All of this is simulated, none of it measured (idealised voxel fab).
Process module in this document: voxel wiring stack
Square cell edge 5 nm, section width 235 nm, ID cut.
Each cross-section below is a grid of square cells, stated as bands in top-down order, with one or more rows of cells making up each band. Look at the band entry: it leads with the top's height and the bottom's height in nm. Then it lists the materials left to right, with a width in nm for each. The word "throughout" on a single material says that material fills the band edge to edge. The word "blank" is empty space. Measure heights from 0. That's the level where, below it, the as-received wafer is all one material. The lowest band is bottomless and extends downward; write it as in "from 0 down". Width: "30->40" (first number = top row, second number = bottom row, same change from row to row of cells). "no modifications" -> step changed no cross-section cell. Entry "Closed voids list" = empty spaces >= 8 cells with no open way to the top; each as width x height at distance, distance from left edge, all nm. That trailing text on a step's line, after the settings, is the simulator's own remark on the step. For masked steps, "overlay nm" on the step line gives how far right of plan the mask actually lay; a minus sign means it lay to the left.

[Planned process steps]
1: RECEIVE with material Si
2: CONFORMAL_DEP with material SiO2, thk nm 10
3: CONFORMAL_DEP with material SiCN, thk nm 5
4: DIRECTIONAL_DEP with material lowk, thk nm 20
5: DIRECTIONAL_DEP with material aC, thk nm 10
6: PATTERN with tone open, mask id METAL_1, material resist, width nm 20, pitch nm 40, thk nm 30, overlay nm 0
7: DIRECTIONAL_ETCH with etch materials aC, depth nm 10
8: STRIP with etch materials resist
9: DIRECTIONAL_ETCH with etch materials lowk, depth nm 20
10: DIRECTIONAL_ETCH with etch materials SiCN, depth nm 5
11: STRIP with etch materials aC
12: CONFORMAL_DEP with material TiN, thk nm 5
13: FILL_DEP with material Cu, thk nm 5
14: CMP with height nm 35
15: CONFORMAL_DEP with material SiCN, thk nm 5
16: DIRECTIONAL_DEP with material lowk, thk nm 30
17: MASKED_ETCH with tone open, mask id METAL_2_HOLES, width nm 15, pitch nm 40, etch materials lowk, depth nm 30, overlay nm 0
18: MASKED_ETCH with tone open, mask id METAL_2, width nm 20, pitch nm 40, etch materials lowk, depth nm 20, overlay nm 0
19: MASKED_ETCH with tone open, mask id METAL_2, width nm 15, pitch nm 40, etch materials SiCN, depth nm 5, overlay nm 0
20: CONFORMAL_DEP with material TiN, thk nm 5
21: FILL_DEP with material Ru, thk nm 10
22: CMP with height nm 70
23: CONFORMAL_DEP with material SiCN, thk nm 5
For clarity, it should be stated that the wafers under discussion commence in an identical condition and differ with respect to the width nm of step 19, the plan indicating the value that the first wafer had.

[The as-received cross-section of the first of several wafers corresponds to the state after step 1]
- from 0 down: Si throughout
- Closed voids list: none

[Tabulated below, wafer by wafer, are the end-of-module results: for each material, the number of cells gained (+) or lost (-) relative to the as-received state, followed by the closed voids]
width nm 15; +16 Cu; +16 Ru; +129 SiCN; +94 SiO2; +56 TiN; +394 lowk; Closed voids list: none
width nm 20; +16 Cu; +18 Ru; +127 SiCN; +94 SiO2; +56 TiN; +394 lowk; Closed voids list: none
width nm 25; +16 Cu; +18 Ru; +127 SiCN; +94 SiO2; +56 TiN; +394 lowk; Closed voids list: none
